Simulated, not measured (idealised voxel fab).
Documented hereafter: the process module known as voxel gate over fins.
The cross-section on display is named cut; it measures 165 nm wide, and its cells are 5 nm squares.
Think of the cross-section as a grid of square cells. We describe it in bands, top to bottom, and each band covers one or more rows of those cells. Heights first: top, then bottom, in nm. Then materials, left to right, each with a width in nm. "everywhere" on a single material: fills the band edge to edge. "air": empty space. We count height from 0. Below that, the starting wafer is all one material. The lowest band never ends at the bottom but goes on down; see "from 0 down" for how that is written. Quick explanation for "30 to 40": the width changes in equal steps down the rows of cells, from the first number in the band's top row to the second number in its bottom row. Given "no modifications" for a step, no cell of the cross-section differs between before and after that step. "Closed empty spaces" specifies each empty space that is not open to the top and that occupies no fewer than 8 cells, using the form width x height at distance, the distance measured from the left edge and all three quantities in nm. Read whatever lies past the settings on a step's line as the simulator's own remark about the step. "overlay nm" on a masked step: distance the mask lay right of its planned place, negative for left.
The steps planned for the process are as follows
1. RECEIVE, material Si
2. CONFORMAL_DEP, material SiN, thk nm 5
3. PATTERN, tone cover, mask id FINS, material resist, width nm 15, pitch nm 60, thk nm 20, overlay nm 0
4. DIRECTIONAL_ETCH, etch materials SiN, depth nm 5
5. DIRECTIONAL_ETCH, etch materials Si, depth nm 30
6. STRIP, etch materials resist
7. OXIDIZE, depth nm 5
8. FILL_DEP, material SiO2, thk nm 5
9. CMP, height nm 5
10. MASKED_ETCH, tone open, mask id RAIL, width nm 15, etch materials SiO2, depth nm 30, overlay nm 0
11. CONFORMAL_DEP, material TiN, thk nm 5
12. FILL_DEP, material W, thk nm 10
13. CMP, height nm 5
14. SELECTIVE_ETCH, etch materials W Ru TiN, depth nm 25
15. FILL_DEP, material SiO2, thk nm 5
16. CMP, height nm 5
17. SELECTIVE_ETCH, etch materials SiO2, depth nm 20
18. STRIP, etch materials SiN
19. CONFORMAL_DEP, material HfO2, thk nm 5
20. CONFORMAL_DEP, material TiN, thk nm 5
21. FILL_DEP, material W, thk nm 15
22. CMP, height nm 20
23. CONFORMAL_DEP, material SiN, thk nm 10
Account of the first of two wafers, which was processed as intended
As received, after step 1
* from 0 down | Si everywhere
* Closed empty spaces: none
Take a look at the wafer's cross-section after step 2
* from 5 to 0 | SiN everywhere
* below 0: unchanged
Take a look at the wafer's cross-section after step 3
* from 25 to 5 | air 15 | resist 15 | air 45 | resist 15 | air 45 | resist 15 | air 15
* below 5: unchanged
Take a look at the wafer's cross-section after step 4
* from 25 to 5 | air 15 | resist 15 | air 45 | resist 15 | air 45 | resist 15 | air 15
* from 5 to 0 | air 15 | SiN 15 | air 45 | SiN 15 | air 45 | SiN 15 | air 15
* below 0: unchanged
Take a look at the wafer's cross-section after step 5
* from 25 to 5 | air 15 | resist 15 | air 45 | resist 15 | air 45 | resist 15 | air 15
* from 5 to 0 | air 15 | SiN 15 | air 45 | SiN 15 | air 45 | SiN 15 | air 15
* from 0 to -30 | air 15 | Si 15 | air 45 | Si 15 | air 45 | Si 15 | air 15
* below -30: unchanged
Take a look at the wafer's cross-section after step 6
* from 5 to 0 | air 15 | SiN 15 | air 45 | SiN 15 | air 45 | SiN 15 | air 15
* below 0: unchanged
Take a look at the wafer's cross-section after step 7
* from 5 to 0 | air 15 | SiN 15 | air 45 | SiN 15 | air 45 | SiN 15 | air 15
* from 0 to -30 | air 15 | SiO2 5 | Si 5 | SiO2 5 | air 45 | SiO2 5 | Si 5 | SiO2 5 | air 45 | SiO2 5 | Si 5 | SiO2 5 | air 15
* from -30 to -35 | SiO2 20 | Si 5 | SiO2 55 | Si 5 | SiO2 55 | Si 5 | SiO2 20
* below -35: unchanged
Take a look at the wafer's cross-section after step 8
* from 10 to 5 | SiO2 everywhere
* from 5 to 0 | SiO2 15 | SiN 15 | SiO2 45 | SiN 15 | SiO2 45 | SiN 15 | SiO2 15
* from 0 to -35 | SiO2 20 | Si 5 | SiO2 55 | Si 5 | SiO2 55 | Si 5 | SiO2 20
* below -35: unchanged
Take a look at the wafer's cross-section after step 9
* from 5 to 0 | SiO2 15 | SiN 15 | SiO2 45 | SiN 15 | SiO2 45 | SiN 15 | SiO2 15
* below 0: unchanged
Take a look at the wafer's cross-section after step 10
* from 5 to 0 | SiO2 15 | SiN 15 | SiO2 15 | air 15 | SiO2 15 | SiN 15 | SiO2 45 | SiN 15 | SiO2 15
* from 0 to -25 | SiO2 20 | Si 5 | SiO2 20 | air 15 | SiO2 20 | Si 5 | SiO2 55 | Si 5 | SiO2 20
* below -25: unchanged
Take a look at the wafer's cross-section after step 11
* from 10 to 5 | TiN 50 | air 5 | TiN 110
* from 5 to 0 | SiO2 15 | SiN 15 | SiO2 15 | TiN 5 | air 5 | TiN 5 | SiO2 15 | SiN 15 | SiO2 45 | SiN 15 | SiO2 15
* from 0 to -20 | SiO2 20 | Si 5 | SiO2 20 | TiN 5 | air 5 | TiN 5 | SiO2 20 | Si 5 | SiO2 55 | Si 5 | SiO2 20
* from -20 to -25 | SiO2 20 | Si 5 | SiO2 20 | TiN 15 | SiO2 20 | Si 5 | SiO2 55 | Si 5 | SiO2 20
* below -25: unchanged
Take a look at the wafer's cross-section after step 12
* from 20 to 10 | W everywhere
* from 10 to 5 | TiN 50 | W 5 | TiN 110
* from 5 to 0 | SiO2 15 | SiN 15 | SiO2 15 | TiN 5 | W 5 | TiN 5 | SiO2 15 | SiN 15 | SiO2 45 | SiN 15 | SiO2 15
* from 0 to -20 | SiO2 20 | Si 5 | SiO2 20 | TiN 5 | W 5 | TiN 5 | SiO2 20 | Si 5 | SiO2 55 | Si 5 | SiO2 20
* below -20: unchanged
Take a look at the wafer's cross-section after step 13
* from 5 to 0 | SiO2 15 | SiN 15 | SiO2 15 | TiN 5 | W 5 | TiN 5 | SiO2 15 | SiN 15 | SiO2 45 | SiN 15 | SiO2 15
* below 0: unchanged
Take a look at the wafer's cross-section after step 14
* from 5 to 0 | SiO2 15 | SiN 15 | SiO2 15 | air 15 | SiO2 15 | SiN 15 | SiO2 45 | SiN 15 | SiO2 15
* from 0 to -20 | SiO2 20 | Si 5 | SiO2 20 | air 15 | SiO2 20 | Si 5 | SiO2 55 | Si 5 | SiO2 20
* below -20: unchanged
Take a look at the wafer's cross-section after step 15
* from 10 to 5 | SiO2 everywhere
* from 5 to 0 | SiO2 15 | SiN 15 | SiO2 45 | SiN 15 | SiO2 45 | SiN 15 | SiO2 15
* from 0 to -20 | SiO2 20 | Si 5 | SiO2 55 | Si 5 | SiO2 55 | Si 5 | SiO2 20
* below -20: unchanged
Take a look at the wafer's cross-section after step 16
* from 5 to 0 | SiO2 15 | SiN 15 | SiO2 45 | SiN 15 | SiO2 45 | SiN 15 | SiO2 15
* below 0: unchanged
Take a look at the wafer's cross-section after step 17
* from 5 to 0 | air 15 | SiN 15 | air 45 | SiN 15 | air 45 | SiN 15 | air 15
* from 0 to -15 | air 20 | Si 5 | air 55 | Si 5 | air 55 | Si 5 | air 20
* below -15: unchanged
Take a look at the wafer's cross-section after step 18
* from 0 to -15 | air 20 | Si 5 | air 55 | Si 5 | air 55 | Si 5 | air 20
* below -15: unchanged
Take a look at the wafer's cross-section after step 19
* from 5 to 0 | air 15 | HfO2 15 | air 45 | HfO2 15 | air 45 | HfO2 15 | air 15
* from 0 to -10 | air 15 | HfO2 5 | Si 5 | HfO2 5 | air 45 | HfO2 5 | Si 5 | HfO2 5 | air 45 | HfO2 5 | Si 5 | HfO2 5 | air 15
* from -10 to -15 | HfO2 20 | Si 5 | HfO2 55 | Si 5 | HfO2 55 | Si 5 | HfO2 20
* below -15: unchanged
Take a look at the wafer's cross-section after step 20
* from 10 to 5 | air 10 | TiN 25 | air 35 | TiN 25 | air 35 | TiN 25 | air 10
* from 5 to 0 | air 10 | TiN 5 | HfO2 15 | TiN 5 | air 35 | TiN 5 | HfO2 15 | TiN 5 | air 35 | TiN 5 | HfO2 15 | TiN 5 | air 10
* from 0 to -5 | air 10 | TiN 5 | HfO2 5 | Si 5 | HfO2 5 | TiN 5 | air 35 | TiN 5 | HfO2 5 | Si 5 | HfO2 5 | TiN 5 | air 35 | TiN 5 | HfO2 5 | Si 5 | HfO2 5 | TiN 5 | air 10
* from -5 to -10 | TiN 15 | HfO2 5 | Si 5 | HfO2 5 | TiN 45 | HfO2 5 | Si 5 | HfO2 5 | TiN 45 | HfO2 5 | Si 5 | HfO2 5 | TiN 15
* below -10: unchanged
Take a look at the wafer's cross-section after step 21
* from 25 to 10 | W everywhere
* from 10 to 5 | W 10 | TiN 25 | W 35 | TiN 25 | W 35 | TiN 25 | W 10
* from 5 to 0 | W 10 | TiN 5 | HfO2 15 | TiN 5 | W 35 | TiN 5 | HfO2 15 | TiN 5 | W 35 | TiN 5 | HfO2 15 | TiN 5 | W 10
* from 0 to -5 | W 10 | TiN 5 | HfO2 5 | Si 5 | HfO2 5 | TiN 5 | W 35 | TiN 5 | HfO2 5 | Si 5 | HfO2 5 | TiN 5 | W 35 | TiN 5 | HfO2 5 | Si 5 | HfO2 5 | TiN 5 | W 10
* below -5: unchanged
Take a look at the wafer's cross-section after step 22
* from 20 to 10 | W everywhere
* below 10: unchanged
Take a look at the wafer's cross-section after step 23
* from 30 to 20 | SiN everywhere
* below 20: unchanged
Second of two: same start, same plan, one run error; steps up to and including 18 match the first
Cross-section of the second wafer at the time step 19 of the plan should have ended
* from 5 to 0 | air 15 | TiN 15 | air 45 | TiN 15 | air 45 | TiN 15 | air 15
* from 0 to -10 | air 15 | TiN 5 | Si 5 | TiN 5 | air 45 | TiN 5 | Si 5 | TiN 5 | air 45 | TiN 5 | Si 5 | TiN 5 | air 15
* from -10 to -15 | TiN 20 | Si 5 | TiN 55 | Si 5 | TiN 55 | Si 5 | TiN 20
* below -15: unchanged
Cross-section of the second wafer at the time step 20 of the plan should have ended
* from 10 to 5 | air 10 | HfO2 25 | air 35 | HfO2 25 | air 35 | HfO2 25 | air 10
* from 5 to 0 | air 10 | HfO2 5 | TiN 15 | HfO2 5 | air 35 | HfO2 5 | TiN 15 | HfO2 5 | air 35 | HfO2 5 | TiN 15 | HfO2 5 | air 10
* from 0 to -5 | air 10 | HfO2 5 | TiN 5 | Si 5 | TiN 5 | HfO2 5 | air 35 | HfO2 5 | TiN 5 | Si 5 | TiN 5 | HfO2 5 | air 35 | HfO2 5 | TiN 5 | Si 5 | TiN 5 | HfO2 5 | air 10
* from -5 to -10 | HfO2 15 | TiN 5 | Si 5 | TiN 5 | HfO2 45 | TiN 5 | Si 5 | TiN 5 | HfO2 45 | TiN 5 | Si 5 | TiN 5 | HfO2 15
* below -10: unchanged
Cross-section of the second wafer at the time step 21 of the plan should have ended
* from 25 to 10 | W everywhere
* from 10 to 5 | W 10 | HfO2 25 | W 35 | HfO2 25 | W 35 | HfO2 25 | W 10
* from 5 to 0 | W 10 | HfO2 5 | TiN 15 | HfO2 5 | W 35 | HfO2 5 | TiN 15 | HfO2 5 | W 35 | HfO2 5 | TiN 15 | HfO2 5 | W 10
* from 0 to -5 | W 10 | HfO2 5 | TiN 5 | Si 5 | TiN 5 | HfO2 5 | W 35 | HfO2 5 | TiN 5 | Si 5 | TiN 5 | HfO2 5 | W 35 | HfO2 5 | TiN 5 | Si 5 | TiN 5 | HfO2 5 | W 10
* below -5: unchanged
Cross-section of the second wafer at the time step 22 of the plan should have ended
* from 20 to 10 | W everywhere
* below 10: unchanged
Cross-section of the second wafer at the time step 23 of the plan should have ended
* from 30 to 20 | SiN everywhere
* below 20: unchanged
What broke from the plan during processing? steps 19 and 20 run out of order (swapped)
At the end, the second wafer has the same number of cells of each material as the first, but those cells sit in other places.
